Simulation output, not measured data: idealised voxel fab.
process module | voxel transistor to metal
cross-section cut | 165 nm wide | cells 5 nm
A cross-section is a grid of square cells, given in bands from the top down. A band is one or more rows of cells.
Each band's line starts with the height of the band's top and of its bottom, in nm. Then come its materials from left to right, each with its width in nm. One material with "throughout" fills the band from edge to edge. "air" is empty space.
Height 0 is the level under which the wafer as received is all one material. The lowest band goes on downwards, as in "0 down".
A width such as "30 to 40" changes by the same amount from each row of cells to the next, from the band's top row to its bottom row.
"no change" after a step means that no cell of the cross-section changed.
closed voids: empty space of 8 cells or more with no open way to the top, each as width x height at its distance from the left edge, in nm
after a step's settings: what the simulator itself notes on the step
overlay nm, on a step with a mask: how far to the right of its planned place the mask lay; to the left if negative
plan
1 op RECEIVE | material Si
2 op OXIDIZE | depth nm 5
3 op CONFORMAL_DEP | material SiN | thk nm 10
4 op MASKED_ETCH | tone cover | mask id ACTIVE | width nm 110 | etch materials SiN | depth nm 10 | overlay nm 0
5 op MASKED_ETCH | tone cover | mask id ACTIVE | width nm 110 | etch materials SiO2 | depth nm 5 | overlay nm 0
6 op MASKED_ETCH | tone cover | mask id ACTIVE | width nm 110 | etch materials Si | depth nm 25 | overlay nm 0
7 op OXIDIZE | depth nm 5
8 op FILL_DEP | material SiO2 | thk nm 15
9 op CMP | height nm 10
10 op SELECTIVE_ETCH | etch materials SiO2 | depth nm 5
11 op STRIP | etch materials SiN
12 op SELECTIVE_ETCH | etch materials SiO2 | depth nm 5
13 op OXIDIZE | depth nm 5
14 op DIRECTIONAL_DEP | material polySi | thk nm 30
15 op DIRECTIONAL_DEP | material SiCN | thk nm 15
16 op PATTERN | tone cover | mask id GATE | material resist | width nm 30 | thk nm 15 | overlay nm 0
17 op DIRECTIONAL_ETCH | etch materials SiCN | depth nm 25
18 op DIRECTIONAL_ETCH | etch materials polySi | depth nm 40
19 op STRIP | etch materials resist
20 op CONFORMAL_DEP | material SiO2 | thk nm 5
21 op DIRECTIONAL_ETCH | etch materials SiO2 | depth nm 5
22 op CONFORMAL_DEP | material SiN | thk nm 10
23 op DIRECTIONAL_ETCH | etch materials SiN | depth nm 10
24 op DIRECTIONAL_ETCH | etch materials SiO2 | depth nm 5
25 op DIRECTIONAL_ETCH | etch materials Si | depth nm 5
26 op EPI | material pSi | thk nm 10
27 op FILL_DEP | material SiO2 | thk nm 10
28 op CMP | height nm 25
29 op STRIP | etch materials polySi
30 op SELECTIVE_ETCH | etch materials SiO2 | depth nm 5
31 op CONFORMAL_DEP | material HfO2 | thk nm 5
32 op CONFORMAL_DEP | material TiN | thk nm 5
33 op FILL_DEP | material W | thk nm 5
34 op CMP | height nm 20
35 op DIRECTIONAL_DEP | material SiO2 | thk nm 10
36 op PATTERN | tone open | mask id CONTACT | material resist | width nm 15 | pitch nm 75 | thk nm 20 | overlay nm 0
37 op DIRECTIONAL_ETCH | etch materials SiO2 | depth nm 30
38 op STRIP | etch materials resist
39 op CONFORMAL_DEP | material TiN | thk nm 5
40 op FILL_DEP | material Ru | thk nm 10
41 op CMP | height nm 30
42 op DIRECTIONAL_DEP | material TiN | thk nm 5
43 op DIRECTIONAL_DEP | material W | thk nm 15
44 op PATTERN | tone cover | mask id METAL_1 | material resist | width nm 15 | pitch nm 75 | thk nm 20 | overlay nm 0
45 op DIRECTIONAL_ETCH | etch materials W | depth nm 15
46 op DIRECTIONAL_ETCH | etch materials TiN | depth nm 5
47 op STRIP | etch materials resist
48 op FILL_DEP | material lowk | thk nm 5
49 op CMP | height nm 50
50 op CONFORMAL_DEP | material SiCN | thk nm 5
as received, after step 1
  0 down: Si throughout
  closed voids: none
a wafer at the end: this start, this plan, one mistake
  55 to 50: SiCN throughout
  50 to 40: lowk 35 | W 15 | lowk 60 | W 15 | lowk 40
  40 to 35: lowk 35 | TiN 15 | lowk 60 | TiN 15 | lowk 40
  35 to 30: TiN 40 | Ru 5 | TiN 70 | Ru 5 | TiN 45
  30 to 20: SiO2 35 | TiN 5 | Ru 5 | TiN 5 | SiO2 60 | TiN 5 | Ru 5 | TiN 5 | SiO2 40
  20 to 5: SiO2 35 | TiN 5 | Ru 5 | TiN 5 | SiN 10 | HfO2 5 | TiN 5 | W 20 | TiN 5 | HfO2 5 | SiN 10 | TiN 5 | Ru 5 | TiN 5 | SiO2 40
  5 to 0: SiO2 35 | TiN 15 | SiN 10 | HfO2 5 | TiN 5 | W 20 | TiN 5 | HfO2 5 | SiN 10 | TiN 15 | SiO2 40
  0 to -5: SiO2 25 | SiN 10 | pSi 15 | SiN 10 | HfO2 5 | TiN 30 | HfO2 5 | SiN 10 | pSi 15 | SiN 10 | SiO2 30
  -5 to -10: SiO2 35 | pSi 15 | SiO2 10 | HfO2 40 | SiO2 10 | pSi 15 | SiO2 40
  -10 to -15: SiO2 30 | Si 5 | pSi 15 | Si 60 | pSi 15 | Si 5 | SiO2 35
  -15 to -35: SiO2 30 | Si 100 | SiO2 35
  -35 down: Si throughout
  closed voids: none
what went wrong: step 41 ran as: op CMP | height nm 35
